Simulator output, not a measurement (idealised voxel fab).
voxel air gaps: a process module
cross-section cut | 210 nm wide | cells 5 nm
In what follows, cross-sections appear as grids of square cells, described through bands that run from the top down, where every band is one or more rows of cells.
In this notation a band is specified by the heights of its top and bottom, in that order and in nm, after which its materials appear from left to right, each paired with its width in nm. The word "throughout" attached to a single material means that material fills the band from edge to edge; the word "blank" stands for empty space.
Height datum 0, below which the as-received substrate wafer is one material. Lowest band open at the bottom, running downward: "0 and below".
The expression "30->40" gives the width at the extremes of the band, the first number at its top row of cells and the second at its bottom row, with the width changing by equal amounts from each row to the next in between.
Where the words "no modifications" appear for a step, the cross-section shows no cell changed by that step; every cell remained as before.
"closed voids" - sealed voids, min. 8 cells, no opening to top; format: width x height at distance (distance from left edge; nm throughout).
Anything after a step's settings on that line? It's the simulator's own note about the step.
overlay nm: mask offset rightward from planned place, masked step; negative means leftward offset.

# The planned process steps are enumerated hereunder
1. RECEIVE,material Si
2. CONFORMAL_DEP,material SiO2,thk nm 15
3. CONFORMAL_DEP,material SiCN,thk nm 5
4. DIRECTIONAL_DEP,material SiO2,thk nm 30
5. DIRECTIONAL_DEP,material aC,thk nm 10
6. PATTERN,tone open,mask id LINES,material resist,width nm 20,pitch nm 50,thk nm 30,overlay nm 0
7. DIRECTIONAL_ETCH,etch materials aC,depth nm 10
8. STRIP,etch materials resist
9. DIRECTIONAL_ETCH,etch materials SiO2,depth nm 30
10. STRIP,etch materials aC
11. CONFORMAL_DEP,material TiN,thk nm 5
12. FILL_DEP,material W,thk nm 5
13. CMP,height nm 50
14. EPI,material Ru,thk nm 10
15. SELECTIVE_ETCH,etch materials SiO2,depth nm 40
16. CONFORMAL_DEP,material SiCN,thk nm 5

# First of two wafers, with the run carried out as planned

# Cross-section of the wafer upon arrival, representing the state reached after step 1
0 and below = Si throughout
closed voids: none

# Cross-sectional representation of the wafer at the conclusion of step 2
15 down to 0 = SiO2 throughout
Anything lower than 0 is untouched.

# Cross-sectional representation of the wafer at the conclusion of step 3
20 down to 15 = SiCN throughout
Anything lower than 15 is untouched.

# Cross-sectional representation of the wafer at the conclusion of step 4
50 down to 20 = SiO2 throughout
Anything lower than 20 is untouched.

# Cross-sectional representation of the wafer at the conclusion of step 5
60 down to 50 = aC throughout
Anything lower than 50 is untouched.

# Cross-sectional representation of the wafer at the conclusion of step 6
90 down to 60 = resist 20; blank 20; resist 30; blank 20; resist 30; blank 20; resist 30; blank 20; resist 20
Anything lower than 60 is untouched.

# Cross-sectional representation of the wafer at the conclusion of step 7
80 down to 60 = resist 20; blank 20; resist 30; blank 20; resist 30; blank 20; resist 30; blank 20; resist 20
60 down to 50 = aC 20; blank 20; aC 30; blank 20; aC 30; blank 20; aC 30; blank 20; aC 20
Anything lower than 50 is untouched.

# Cross-sectional representation of the wafer at the conclusion of step 8
60 down to 50 = aC 20; blank 20; aC 30; blank 20; aC 30; blank 20; aC 30; blank 20; aC 20
Anything lower than 50 is untouched.

# Cross-sectional representation of the wafer at the conclusion of step 9
60 down to 50 = aC 20; blank 20; aC 30; blank 20; aC 30; blank 20; aC 30; blank 20; aC 20
50 down to 20 = SiO2 20; blank 20; SiO2 30; blank 20; SiO2 30; blank 20; SiO2 30; blank 20; SiO2 20
Anything lower than 20 is untouched.

# Cross-sectional representation of the wafer at the conclusion of step 10
50 down to 20 = SiO2 20; blank 20; SiO2 30; blank 20; SiO2 30; blank 20; SiO2 30; blank 20; SiO2 20
Anything lower than 20 is untouched.

# Cross-sectional representation of the wafer at the conclusion of step 11
55 down to 50 = TiN 25; blank 10; TiN 40; blank 10; TiN 40; blank 10; TiN 40; blank 10; TiN 25
50 down to 25 = SiO2 20; TiN 5; blank 10; TiN 5; SiO2 30; TiN 5; blank 10; TiN 5; SiO2 30; TiN 5; blank 10; TiN 5; SiO2 30; TiN 5; blank 10; TiN 5; SiO2 20
25 down to 20 = SiO2 20; TiN 20; SiO2 30; TiN 20; SiO2 30; TiN 20; SiO2 30; TiN 20; SiO2 20
Anything lower than 20 is untouched.

# Cross-sectional representation of the wafer at the conclusion of step 12
60 down to 55 = W throughout
55 down to 50 = TiN 25; W 10; TiN 40; W 10; TiN 40; W 10; TiN 40; W 10; TiN 25
50 down to 25 = SiO2 20; TiN 5; W 10; TiN 5; SiO2 30; TiN 5; W 10; TiN 5; SiO2 30; TiN 5; W 10; TiN 5; SiO2 30; TiN 5; W 10; TiN 5; SiO2 20
Anything lower than 25 is untouched.

# Cross-sectional representation of the wafer at the conclusion of step 13
50 down to 25 = SiO2 20; TiN 5; W 10; TiN 5; SiO2 30; TiN 5; W 10; TiN 5; SiO2 30; TiN 5; W 10; TiN 5; SiO2 30; TiN 5; W 10; TiN 5; SiO2 20
Anything lower than 25 is untouched.

# Cross-sectional representation of the wafer at the conclusion of step 14
60 down to 50 = blank 10; Ru 40; blank 10; Ru 40; blank 10; Ru 40; blank 10; Ru 40; blank 10
Anything lower than 50 is untouched.

# Cross-sectional representation of the wafer at the conclusion of step 15
60 down to 50 = blank 10; Ru 40; blank 10; Ru 40; blank 10; Ru 40; blank 10; Ru 40; blank 10
50 down to 25 = blank 20; TiN 5; W 10; TiN 5; blank 30; TiN 5; W 10; TiN 5; blank 30; TiN 5; W 10; TiN 5; blank 30; TiN 5; W 10; TiN 5; blank 20
25 down to 20 = blank 20; TiN 20; blank 30; TiN 20; blank 30; TiN 20; blank 30; TiN 20; blank 20
Anything lower than 20 is untouched.

# Cross-sectional representation of the wafer at the conclusion of step 16
65 down to 60 = blank 5; SiCN 200; blank 5
60 down to 50 = blank 5; SiCN 5; Ru 40; SiCN 10; Ru 40; SiCN 10; Ru 40; SiCN 10; Ru 40; SiCN 5; blank 5
50 down to 45 = blank 5; SiCN 15; TiN 5; W 10; TiN 5; SiCN 30; TiN 5; W 10; TiN 5; SiCN 30; TiN 5; W 10; TiN 5; SiCN 30; TiN 5; W 10; TiN 5; SiCN 15; blank 5
45 down to 25 = blank 15; SiCN 5; TiN 5; W 10; TiN 5; SiCN 5; blank 20; SiCN 5; TiN 5; W 10; TiN 5; SiCN 5; blank 20; SiCN 5; TiN 5; W 10; TiN 5; SiCN 5; blank 20; SiCN 5; TiN 5; W 10; TiN 5; SiCN 5; blank 15
25 down to 20 = SiCN 20; TiN 20; SiCN 30; TiN 20; SiCN 30; TiN 20; SiCN 30; TiN 20; SiCN 20
Anything lower than 20 is untouched.
closed voids: 20 x 20 at 45; 20 x 20 at 95; 20 x 20 at 145

# Wafer two of two - same starting point, same process plan, one mistake in execution; matches wafer one up to and including step 3

# Second wafer profile in section, at the moment step 4 of the plan was meant to be complete
45 down to 20 = SiO2 throughout
Anything lower than 20 is untouched.

# Second wafer profile in section, at the moment step 5 of the plan was meant to be complete
55 down to 45 = aC throughout
Anything lower than 45 is untouched.

# Second wafer profile in section, at the moment step 6 of the plan was meant to be complete
85 down to 55 = resist 20; blank 20; resist 30; blank 20; resist 30; blank 20; resist 30; blank 20; resist 20
Anything lower than 55 is untouched.

# Second wafer profile in section, at the moment step 7 of the plan was meant to be complete
75 down to 55 = resist 20; blank 20; resist 30; blank 20; resist 30; blank 20; resist 30; blank 20; resist 20
55 down to 45 = aC 20; blank 20; aC 30; blank 20; aC 30; blank 20; aC 30; blank 20; aC 20
Anything lower than 45 is untouched.

# Second wafer profile in section, at the moment step 8 of the plan was meant to be complete
55 down to 45 = aC 20; blank 20; aC 30; blank 20; aC 30; blank 20; aC 30; blank 20; aC 20
Anything lower than 45 is untouched.

# Second wafer profile in section, at the moment step 9 of the plan was meant to be complete
55 down to 45 = aC 20; blank 20; aC 30; blank 20; aC 30; blank 20; aC 30; blank 20; aC 20
45 down to 20 = SiO2 20; blank 20; SiO2 30; blank 20; SiO2 30; blank 20; SiO2 30; blank 20; SiO2 20
Anything lower than 20 is untouched.

# Second wafer profile in section, at the moment step 10 of the plan was meant to be complete
45 down to 20 = SiO2 20; blank 20; SiO2 30; blank 20; SiO2 30; blank 20; SiO2 30; blank 20; SiO2 20
Anything lower than 20 is untouched.

# Second wafer profile in section, at the moment step 11 of the plan was meant to be complete
50 down to 45 = TiN 25; blank 10; TiN 40; blank 10; TiN 40; blank 10; TiN 40; blank 10; TiN 25
45 down to 25 = SiO2 20; TiN 5; blank 10; TiN 5; SiO2 30; TiN 5; blank 10; TiN 5; SiO2 30; TiN 5; blank 10; TiN 5; SiO2 30; TiN 5; blank 10; TiN 5; SiO2 20
25 down to 20 = SiO2 20; TiN 20; SiO2 30; TiN 20; SiO2 30; TiN 20; SiO2 30; TiN 20; SiO2 20
Anything lower than 20 is untouched.

# Second wafer profile in section, at the moment step 12 of the plan was meant to be complete
55 down to 50 = W throughout
50 down to 45 = TiN 25; W 10; TiN 40; W 10; TiN 40; W 10; TiN 40; W 10; TiN 25
45 down to 25 = SiO2 20; TiN 5; W 10; TiN 5; SiO2 30; TiN 5; W 10; TiN 5; SiO2 30; TiN 5; W 10; TiN 5; SiO2 30; TiN 5; W 10; TiN 5; SiO2 20
Anything lower than 25 is untouched.

# Second wafer profile in section, at the moment step 13 of the plan was meant to be complete
50 down to 45 = TiN 25; W 10; TiN 40; W 10; TiN 40; W 10; TiN 40; W 10; TiN 25
Anything lower than 45 is untouched.

# Second wafer profile in section, at the moment step 14 of the plan was meant to be complete
60 down to 50 = Ru throughout
Anything lower than 50 is untouched.

Second wafer profile in section, at the moment step 15 of the plan was meant to be complete: no modifications

# Second wafer profile in section, at the moment step 16 of the plan was meant to be complete
65 down to 60 = SiCN throughout
Anything lower than 60 is untouched.
Heads up, the wafer didn't run the way we planned it: step 4 deviated from plan and actually ran as DIRECTIONAL_DEP,material SiO2,thk nm 25
Per the end-of-run cell counts, the second wafer holds more or fewer of some materials than the first: +20 Ru; -96 SiCN; +130 SiO2; +26 TiN
At the end, the first wafer has 3 closed voids and the second wafer has 0.
